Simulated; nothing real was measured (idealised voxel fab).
Process module heading - voxel transistor to metal
We display cut, a cross-section 170 nm in width whose square cells are each 5 nm.
Cross-section, as written here: a square-cell grid given band by band from the top down, where a band holds one or more rows of cells. Band: top and bottom heights (nm) first, top before bottom; then materials from left to right, widths in nm. "everywhere" marks a sole material filling the band edge to edge. "air" denotes empty space. Note: height 0 marks the level under which the wafer is uniformly one material as received. Lowest band unbounded below, written "0 -> down". Read "30 to 40" as a graded width: first number on top, second number at the bottom, same change between each pair of neighbouring rows. For the purposes of this document, the phrase "remained unchanged" attached to a step denotes that no cell within the cross-section was modified by that step. Enclosed voids (no open way to top), threshold 8 cells or more, entry "Sealed internal voids", notation width x height at distance, distance from left edge, nm. Step line, after settings: the simulator's comment on this step. overlay nm, on a step with a mask: how far to the right of its planned place the mask lay; to the left if negative.
Set out below are the planned steps of the process
1,RECEIVE with material Si
2,CONFORMAL_DEP with material SiO2, thk nm 5
3,CONFORMAL_DEP with material SiN, thk nm 10
4,PATTERN with tone cover, mask id ACTIVE, material resist, width nm 95, thk nm 15, overlay nm 0
5,DIRECTIONAL_ETCH with etch materials SiN, depth nm 10
6,DIRECTIONAL_ETCH with etch materials SiO2, depth nm 5
7,DIRECTIONAL_ETCH with etch materials Si, depth nm 35
8,STRIP with etch materials resist
9,FILL_DEP with material SiO2, thk nm 10
10,CMP with height nm 15
11,SELECTIVE_ETCH with etch materials SiO2, depth nm 5
12,STRIP with etch materials SiN
13,SELECTIVE_ETCH with etch materials SiO2, depth nm 5
14,OXIDIZE with depth nm 5
15,DIRECTIONAL_DEP with material polySi, thk nm 25
16,DIRECTIONAL_DEP with material SiCN, thk nm 10
17,PATTERN with tone cover, mask id GATE, material resist, width nm 25, thk nm 15, overlay nm 0
18,DIRECTIONAL_ETCH with etch materials SiCN, depth nm 20
19,DIRECTIONAL_ETCH with etch materials polySi, depth nm 35
20,STRIP with etch materials resist
21,CONFORMAL_DEP with material SiO2, thk nm 5
22,DIRECTIONAL_ETCH with etch materials SiO2, depth nm 5
23,CONFORMAL_DEP with material SiN, thk nm 10
24,DIRECTIONAL_ETCH with etch materials SiN, depth nm 10
25,DIRECTIONAL_ETCH with etch materials SiO2, depth nm 5
26,DIRECTIONAL_ETCH with etch materials Si, depth nm 10
27,EPI with material SiGe, thk nm 10
28,FILL_DEP with material SiO2, thk nm 5
29,CMP with height nm 35
30,DIRECTIONAL_DEP with material SiO2, thk nm 15
31,MASKED_ETCH with tone open, mask id CONTACT, width nm 25, pitch nm 60, etch materials SiO2, depth nm 45, overlay nm 0
32,CONFORMAL_DEP with material TiN, thk nm 5
33,FILL_DEP with material W, thk nm 5
34,CMP with height nm 50
35,DIRECTIONAL_DEP with material TiN, thk nm 5
36,DIRECTIONAL_DEP with material Ru, thk nm 25
37,PATTERN with tone cover, mask id METAL_1, material resist, width nm 15, pitch nm 70, thk nm 15, overlay nm 0
38,DIRECTIONAL_ETCH with etch materials Ru, depth nm 25
39,DIRECTIONAL_ETCH with etch materials TiN, depth nm 5
40,STRIP with etch materials resist
41,FILL_DEP with material SiO2, thk nm 5
42,CMP with height nm 80
43,CONFORMAL_DEP with material SiCN, thk nm 5
44,DIRECTIONAL_DEP with material SiO2, thk nm 25
45,PATTERN with tone open, mask id METAL_2, material resist, width nm 15, pitch nm 70, thk nm 20, overlay nm 0
46,DIRECTIONAL_ETCH with etch materials SiO2, depth nm 15
47,STRIP with etch materials resist
48,DIRECTIONAL_DEP with material aC, thk nm 10
49,PATTERN with tone open, mask id METAL_2_HOLES, material resist, width nm 15, pitch nm 70, thk nm 30, overlay nm 0
50,DIRECTIONAL_ETCH with etch materials aC, depth nm 10
51,STRIP with etch materials resist
52,DIRECTIONAL_ETCH with etch materials SiO2, depth nm 10
53,DIRECTIONAL_ETCH with etch materials SiCN, depth nm 5
54,STRIP with etch materials aC
55,CONFORMAL_DEP with material TiN, thk nm 5
56,FILL_DEP with material Ru, thk nm 10
57,CMP with height nm 110
58,CONFORMAL_DEP with material SiN, thk nm 5
Shown in cross-section is the wafer as received, that is, as it stands after step 1
> 0 -> down: Si everywhere
> Sealed internal voids: none
End-of-module XS, first of two wafers, run as planned
> 115 -> 110: SiN everywhere
> 110 -> 85: 40 of SiO2 / 5 of TiN / 5 of Ru / 5 of TiN / 55 of SiO2 / 5 of TiN / 5 of Ru / 5 of TiN / 45 of SiO2
> 85 -> 80: 40 of SiCN / 15 of TiN / 55 of SiCN / 15 of TiN / 45 of SiCN
> 80 -> 55: 40 of SiO2 / 15 of Ru / 55 of SiO2 / 15 of Ru / 45 of SiO2
> 55 -> 50: 40 of SiO2 / 15 of TiN / 55 of SiO2 / 15 of TiN / 45 of SiO2
> 50 -> 40: 40 of SiO2 / 5 of TiN / 15 of W / 5 of TiN / 35 of SiO2 / 5 of TiN / 15 of W / 5 of TiN / 45 of SiO2
> 40 -> 35: 40 of SiO2 / 5 of TiN / 5 of W / 15 of TiN / 35 of SiO2 / 15 of TiN / 5 of W / 5 of TiN / 45 of SiO2
> 35 -> 25: 40 of SiO2 / 5 of TiN / 5 of W / 5 of TiN / 10 of SiN / 5 of SiO2 / 25 of SiCN / 5 of SiO2 / 10 of SiN / 5 of TiN / 5 of W / 5 of TiN / 45 of SiO2
> 25 -> 10: 40 of SiO2 / 5 of TiN / 5 of W / 5 of TiN / 10 of SiN / 5 of SiO2 / 25 of polySi / 5 of SiO2 / 10 of SiN / 5 of TiN / 5 of W / 5 of TiN / 45 of SiO2
> 10 -> 5: 40 of SiO2 / 15 of TiN / 10 of SiN / 5 of SiO2 / 25 of polySi / 5 of SiO2 / 10 of SiN / 15 of TiN / 45 of SiO2
> 5 -> 0: 35 of SiO2 / 10 of SiN / 10 of SiGe / 10 of SiN / 5 of SiO2 / 25 of polySi / 5 of SiO2 / 10 of SiN / 10 of SiGe / 10 of SiN / 40 of SiO2
> 0 -> -5: 45 of SiO2 / 10 of SiGe / 55 of SiO2 / 10 of SiGe / 50 of SiO2
> -5 -> -15: 35 of SiO2 / 10 of Si / 10 of SiGe / 55 of Si / 10 of SiGe / 10 of Si / 40 of SiO2
> -15 -> -35: 35 of SiO2 / 95 of Si / 40 of SiO2
> -35 -> down: Si everywhere
> Sealed internal voids: none
Wafer two, sectioned after the module: the first wafer's start, the first wafer's plan, and one mistake in how it was run
> 115 -> 110: SiN everywhere
> 110 -> 100: 40 of SiO2 / 5 to 10 of TiN / 10 to 5 of Ru / 5 of TiN / 50 of SiO2 / 5 to 10 of TiN / 10 to 5 of Ru / 5 of TiN / 40 of SiO2
> 100 -> 95: 45 of SiO2 / 15 of TiN / 55 of SiO2 / 15 of TiN / 40 of SiO2
> 95 -> 85: 45 of SiO2 / 10 of TiN / 60 of SiO2 / 10 of TiN / 45 of SiO2
> 85 -> 80: 45 of SiCN / 10 of TiN / 60 of SiCN / 10 of TiN / 45 of SiCN
> 80 -> 55: 40 of SiO2 / 15 of Ru / 55 of SiO2 / 15 of Ru / 45 of SiO2
> 55 -> 50: 40 of SiO2 / 15 of TiN / 55 of SiO2 / 15 of TiN / 45 of SiO2
> 50 -> 40: 40 of SiO2 / 5 of TiN / 15 of W / 5 of TiN / 35 of SiO2 / 5 of TiN / 15 of W / 5 of TiN / 45 of SiO2
> 40 -> 35: 40 of SiO2 / 5 of TiN / 5 of W / 15 of TiN / 35 of SiO2 / 15 of TiN / 5 of W / 5 of TiN / 45 of SiO2
> 35 -> 25: 40 of SiO2 / 5 of TiN / 5 of W / 5 of TiN / 10 of SiN / 5 of SiO2 / 25 of SiCN / 5 of SiO2 / 10 of SiN / 5 of TiN / 5 of W / 5 of TiN / 45 of SiO2
> 25 -> 10: 40 of SiO2 / 5 of TiN / 5 of W / 5 of TiN / 10 of SiN / 5 of SiO2 / 25 of polySi / 5 of SiO2 / 10 of SiN / 5 of TiN / 5 of W / 5 of TiN / 45 of SiO2
> 10 -> 5: 40 of SiO2 / 15 of TiN / 10 of SiN / 5 of SiO2 / 25 of polySi / 5 of SiO2 / 10 of SiN / 15 of TiN / 45 of SiO2
> 5 -> 0: 35 of SiO2 / 10 of SiN / 10 of SiGe / 10 of SiN / 5 of SiO2 / 25 of polySi / 5 of SiO2 / 10 of SiN / 10 of SiGe / 10 of SiN / 40 of SiO2
> 0 -> -5: 45 of SiO2 / 10 of SiGe / 55 of SiO2 / 10 of SiGe / 50 of SiO2
> -5 -> -15: 35 of SiO2 / 10 of Si / 10 of SiGe / 55 of Si / 10 of SiGe / 10 of Si / 40 of SiO2
> -15 -> -35: 35 of SiO2 / 95 of Si / 40 of SiO2
> -35 -> down: Si everywhere
> Sealed internal voids: none
It is concluded that the wafer was processed incorrectly with respect to the plan, in that for step 45, the planned setting was not used; the step was instead run as PATTERN with tone open, mask id METAL_2, material resist, width nm 15, pitch nm 70, thk nm 20, overlay nm 5
At the finish, the second wafer shows more or fewer cells for some materials than the first does: -4 Ru, +2 SiCN, +2 TiN
